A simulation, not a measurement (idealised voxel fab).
process module | voxel released beams
cross-section cut | 290 nm wide | cells 5 nm
A cross-section is a grid of square cells, given in bands from the top down. A band is one or more rows of cells.
Each band's line starts with the height of the band's top and of its bottom, in nm. Then come its materials from left to right, each with its width in nm. One material with "throughout" fills the band from edge to edge. "air" is empty space.
Height 0 is the level under which the wafer as received is all one material. The lowest band goes on downwards, as in "0 down".
A width such as "30 to 40" changes by the same amount from each row of cells to the next, from the band's top row to its bottom row.
"no change" after a step means that no cell of the cross-section changed.
closed voids: empty space of 8 cells or more with no open way to the top, each as width x height at its distance from the left edge, in nm
after a step's settings: what the simulator itself notes on the step
overlay nm, on a step with a mask: how far to the right of its planned place the mask lay; to the left if negative
plan
1 op RECEIVE | material Si
2 op CONFORMAL_DEP | material SiN | thk nm 5
3 op DIRECTIONAL_DEP | material SiO2 | thk nm 10
4 op DIRECTIONAL_DEP | material aC | thk nm 10
5 op PATTERN | tone open | mask id ANCHOR | material resist | width nm 40 | thk nm 25 | overlay nm 0
6 op DIRECTIONAL_ETCH | etch materials aC | depth nm 10
7 op STRIP | etch materials resist
8 op DIRECTIONAL_ETCH | etch materials SiO2 | depth nm 10
9 op STRIP | etch materials aC
10 op CONFORMAL_DEP | material W | thk nm 15
11 op MASKED_ETCH | tone cover | mask id BEAM | width nm 120 | etch materials W | depth nm 15 | overlay nm 0
12 op STRIP | etch materials SiO2
as received, after step 1
  0 down: Si throughout
  closed voids: none
first wafer at the end, as planned
  30 to 20: air 80 | W 20 | air 10 | W 90 | air 90
  20 to 15: air 80 | W 120 | air 90
  15 to 5: air 85 | W 40 | air 165
  5 to 0: SiN throughout
  0 down: Si throughout
  closed voids: none
second wafer at the end: like start, like plan, one mistake
  40 to 25: air 80 | W 120 | air 90
  25 to 15: W throughout
  15 to 5: SiO2 throughout
  5 to 0: SiN throughout
  0 down: Si throughout
  closed voids: none
what went wrong: step 4 ran as: op DIRECTIONAL_DEP | material W | thk nm 10
at the end the second wafer has, in cells: 116 more of SiO2 | 104 more of W
